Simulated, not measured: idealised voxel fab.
This section sets out a process module, namely voxel gate over fins.
The figure presents cross-section cut, which has a width of 180 nm and is divided into square cells with an edge length of 5 nm.
If you're reading a cross-section in this doc, picture square cells in a grid; it comes to you as bands, top ones listed first down to the bottom, and a band can be one or more rows of cells. What a band's entry tells you: where the top is and where the bottom is, as heights in nm, and after that what lies inside, material by material from left to right, each with its width in nm. Empty space is written as the word "empty", and a single material marked with the word "throughout" occupies the band from edge to edge. Heights are measured from 0, the level below which the as-received wafer is all one material; the lowest band has no bottom and continues downward, written as in "0..down". The width entry "30..40" should be interpreted row by row: the top row of cells in the band takes the first number, the bottom row takes the second number, and the change between adjacent rows is uniform throughout. For the purposes of this document, the phrase "no alterations made" attached to a step denotes that no cell within the cross-section was modified by that step. The entry titled "Enclosed void inventory" provides the empty spaces that have no open way to the top, restricted to those of 8 cells or more. Each is presented as width x height at distance, the distance being measured from the left edge, with all three in nm. Where a step's line continues beyond its settings, the continuation is a remark by the simulator itself on that step. The optional step-line setting "overlay nm" applies to steps with a mask and quantifies how far to the right of its planned location the mask lay, a negative value indicating leftward placement.
# The steps planned for the process are as follows
1,RECEIVE,material Si
2,CONFORMAL_DEP,material SiN,thk nm 5
3,DIRECTIONAL_DEP,material aC,thk nm 15
4,PATTERN,tone cover,mask id FINS,material resist,width nm 15,pitch nm 40,thk nm 35,overlay nm -5
5,DIRECTIONAL_ETCH,etch materials aC,depth nm 15
6,STRIP,etch materials resist
7,DIRECTIONAL_ETCH,etch materials SiN,depth nm 5
8,DIRECTIONAL_ETCH,etch materials Si,depth nm 30
9,STRIP,etch materials aC
10,FILL_DEP,material SiO2,thk nm 10
11,CMP,height nm 5
12,SELECTIVE_ETCH,etch materials SiO2,depth nm 15
13,STRIP,etch materials SiN
14,CONFORMAL_DEP,material HfO2,thk nm 5
15,CONFORMAL_DEP,material TiN,thk nm 5
16,FILL_DEP,material W,thk nm 10
17,CMP,height nm 15
18,CONFORMAL_DEP,material SiCN,thk nm 5
Variable across wafers: step 4 overlay nm (plan value is that of the first wafer; starting state common to all).
# First of several wafers, received after step 1, in cross-section
  0..down: Si throughout
  Enclosed void inventory: none
# Below is a per-wafer table. In it, each row describes the wafer at the end of the module by giving, for each material, the number of cells gained (+) or lost (-) since the wafer was received, and after that the closed voids of the wafer
overlay nm -5, +52 HfO2, -144 Si, +36 SiCN, +96 SiO2, +52 TiN, +52 W, Enclosed void inventory: none
overlay nm 0, +52 HfO2, -144 Si, +36 SiCN, +96 SiO2, +52 TiN, +52 W, Enclosed void inventory: none
overlay nm 5, +52 HfO2, -144 Si, +36 SiCN, +96 SiO2, +52 TiN, +52 W, Enclosed void inventory: none
overlay nm 10, +52 HfO2, -144 Si, +36 SiCN, +96 SiO2, +52 TiN, +52 W, Enclosed void inventory: none
